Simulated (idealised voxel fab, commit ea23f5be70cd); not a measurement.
The following process module bears the name voxel self aligned contacts.
For reference, the cross-section in this document is cut, with width 185 nm and square cells of 5 nm.
When this document writes out a cross-section, it uses a grid of square cells and lists it as bands, beginning at the top and moving down, with a band standing for one or more rows of cells.
For a band, the entry starts with two heights in nm, that of the top and then that of the bottom, and carries on with the band's materials in order from left to right, each alongside its width in nm; the word "everywhere" beside a single material means it fills the band edge to edge, and "empty" means empty space.
Where do heights start? At 0: under that level the wafer as delivered is made of one material only. And the lowest band has no floor; it just carries on downward, as in "z 0 and below".
Width: "30 to 40" (first number = top row, second number = bottom row, same change from row to row of cells).
No cell of the cross-section changed in a step that is given as "nothing changed".
The list in "Fully enclosed voids" covers empty spaces of 8 cells or more that cannot reach the top through any open way, and it gives each as width x height at distance; the distance is from the left edge, and width, height and distance are in nm.
Where a step's line continues beyond its settings, the continuation is a remark by the simulator itself on that step.
A step's line can hold "overlay nm"; with a mask on that step, the setting says how far right of the planned place the mask lay, while a negative setting says it lay to the left.
[Planned process steps]
1: RECEIVE: material Si
2: CONFORMAL_DEP: material SiO2, thk nm 5
3: DIRECTIONAL_DEP: material polySi, thk nm 25
4: DIRECTIONAL_DEP: material SiN, thk nm 25
5: DIRECTIONAL_DEP: material aC, thk nm 15
6: PATTERN: tone cover, mask id GATE, material resist, width nm 30, pitch nm 75, thk nm 30, overlay nm 0
7: DIRECTIONAL_ETCH: etch materials aC, depth nm 15
8: STRIP: etch materials resist
9: DIRECTIONAL_ETCH: etch materials SiN, depth nm 25
10: DIRECTIONAL_ETCH: etch materials polySi, depth nm 25
11: STRIP: etch materials aC
12: CONFORMAL_DEP: material SiN, thk nm 10
13: DIRECTIONAL_ETCH: etch materials SiN, depth nm 10
14: FILL_DEP: material SiO2, thk nm 15
15: CMP: height nm 60
16: MASKED_ETCH: tone open, mask id CONTACT, width nm 55, etch materials SiO2, depth nm 60, overlay nm 0
17: CONFORMAL_DEP: material TiN, thk nm 5
18: FILL_DEP: material Ru, thk nm 10
19: CMP: height nm 60
20: CONFORMAL_DEP: material SiCN, thk nm 5
Every wafer here starts from the same state; it is the step 2 thk nm that distinguishes them, and the value the plan gives belongs to the first wafer.
[The as-received cross-section of the first of several wafers corresponds to the state after step 1]
- z 0 and below | Si everywhere
- Fully enclosed voids: none
[Table: wafers, a row each; end-of-module cell change per material since receipt, gain (+), loss (-); then closed voids]
thk nm 5; +33 Ru; +37 SiCN; +140 SiN; +178 SiO2; +33 TiN; +60 polySi; Fully enclosed voids: none
thk nm 10; +33 Ru; +37 SiCN; +140 SiN; +184 SiO2; +27 TiN; +60 polySi; Fully enclosed voids: none
thk nm 15; +33 Ru; +37 SiCN; +120 SiN; +204 SiO2; +27 TiN; +60 polySi; Fully enclosed voids: none
thk nm 20; +33 Ru; +37 SiCN; +100 SiN; +224 SiO2; +27 TiN; +60 polySi; Fully enclosed voids: none
